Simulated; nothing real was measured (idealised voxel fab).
The name of this process module is voxel air gaps.
The cross-section shown here is cut; it is 285 nm wide and divided into square cells measuring 5 nm on a side.
Cross-section = grid of square cells, listed top down in bands; band = one or more rows. Band: top height; bottom height; in nm. Then, left to right: material with width in nm, for each material. "all across": a single material spanning edge to edge. "empty": empty space. Zero point of the height axis is 0; under it, received wafer = one material. Lowest band: continues down indefinitely, "from 0 down". Quick explanation for "30 to 40": the width changes in equal steps down the rows of cells, from the first number in the band's top row to the second number in its bottom row. What does "everything unchanged" mean for a step? It means no cell of the cross-section changed in that step. So "Closed void roster" is basically the list of trapped voids: any empty space of 8 cells or more that can't reach the top through an opening. They're written width x height at distance, the distance being from the left edge, and it's all nm. Post-settings text on a step line: simulator's own remark regarding the step. overlay nm: how far to the right of its planned place the mask lay on this masked step (negative: to the left).

Planned process steps:
| 1 | RECEIVE,material Si |
| 2 | CONFORMAL_DEP,material SiO2,thk nm 10 |
| 3 | CONFORMAL_DEP,material SiCN,thk nm 5 |
| 4 | DIRECTIONAL_DEP,material SiO2,thk nm 40 |
| 5 | MASKED_ETCH,tone open,mask id LINES,width nm 25,pitch nm 50,etch materials SiO2,depth nm 40,overlay nm -15 |
| 6 | CONFORMAL_DEP,material TiN,thk nm 5 |
| 7 | FILL_DEP,material W,thk nm 10 |
| 8 | CMP,height nm 55 |
| 9 | EPI,material Ru,thk nm 10 |
| 10 | SELECTIVE_ETCH,etch materials SiO2,depth nm 50 |
| 11 | CONFORMAL_DEP,material SiCN,thk nm 5 |
For clarity, it should be stated that the wafers under discussion commence in an identical condition and differ with respect to the overlay nm of step 5, the plan indicating the value that the first wafer had.

Sectional view: first of several wafers, as received, after step 1:
	from 0 down: Si all across
	Closed void roster: none

First wafer of several, cross-section, module end, after step 11 (last):
	from 70 to 65: empty (50), then SiCN (155), then empty (80)
	from 65 to 55: empty (50), then SiCN (5), then Ru (45), then SiCN (5), then Ru (45), then SiCN (5), then Ru (45), then SiCN (5), then empty (80)
	from 55 to 50: empty (50), then SiCN (15), then TiN (5), then W (15), then TiN (5), then SiCN (25), then TiN (5), then W (15), then TiN (5), then SiCN (25), then TiN (5), then W (15), then TiN (5), then SiCN (15), then empty (80)
	from 50 to 20: empty (60), then SiCN (5), then TiN (5), then W (15), then TiN (5), then SiCN (5), then empty (15), then SiCN (5), then TiN (5), then W (15), then TiN (5), then SiCN (5), then empty (15), then SiCN (5), then TiN (5), then W (15), then TiN (5), then SiCN (5), then empty (90)
	from 20 to 15: SiCN (65), then TiN (25), then SiCN (25), then TiN (25), then SiCN (25), then TiN (25), then SiCN (95)
	from 15 to 10: SiCN all across
	from 10 to 0: SiO2 all across
	from 0 down: Si all across
	Closed void roster: 15 x 30 at 95; 15 x 30 at 145

The final wafer, sectioned at module end:
	from 70 to 65: empty (80), then SiCN (155), then empty (50)
	from 65 to 55: empty (80), then SiCN (5), then Ru (45), then SiCN (5), then Ru (45), then SiCN (5), then Ru (45), then SiCN (5), then empty (50)
	from 55 to 50: empty (80), then SiCN (15), then TiN (5), then W (15), then TiN (5), then SiCN (25), then TiN (5), then W (15), then TiN (5), then SiCN (25), then TiN (5), then W (15), then TiN (5), then SiCN (15), then empty (50)
	from 50 to 20: empty (90), then SiCN (5), then TiN (5), then W (15), then TiN (5), then SiCN (5), then empty (15), then SiCN (5), then TiN (5), then W (15), then TiN (5), then SiCN (5), then empty (15), then SiCN (5), then TiN (5), then W (15), then TiN (5), then SiCN (5), then empty (60)
	from 20 to 15: SiCN (95), then TiN (25), then SiCN (25), then TiN (25), then SiCN (25), then TiN (25), then SiCN (65)
	from 15 to 10: SiCN all across
	from 10 to 0: SiO2 all across
	from 0 down: Si all across
	Closed void roster: 15 x 30 at 125; 15 x 30 at 175

Take any row and you have a wafer at the end of the module: how many cells of each material it has gained (+) or lost (-) since it was received, and then its closed voids:
overlay nm -15; +54 Ru; +190 SiCN; +114 SiO2; +57 TiN; +63 W; Closed void roster: 15 x 30 at 95; 15 x 30 at 145
overlay nm -10; +54 Ru; +190 SiCN; +114 SiO2; +57 TiN; +63 W; Closed void roster: 15 x 30 at 100; 15 x 30 at 150
overlay nm -5; +54 Ru; +190 SiCN; +114 SiO2; +57 TiN; +63 W; Closed void roster: 15 x 30 at 105; 15 x 30 at 155
overlay nm 0; +54 Ru; +190 SiCN; +114 SiO2; +57 TiN; +63 W; Closed void roster: 15 x 30 at 110; 15 x 30 at 160
overlay nm 5; +54 Ru; +190 SiCN; +114 SiO2; +57 TiN; +63 W; Closed void roster: 15 x 30 at 115; 15 x 30 at 165
overlay nm 10; +54 Ru; +190 SiCN; +114 SiO2; +57 TiN; +63 W; Closed void roster: 15 x 30 at 120; 15 x 30 at 170
overlay nm 15; +54 Ru; +190 SiCN; +114 SiO2; +57 TiN; +63 W; Closed void roster: 15 x 30 at 125; 15 x 30 at 175
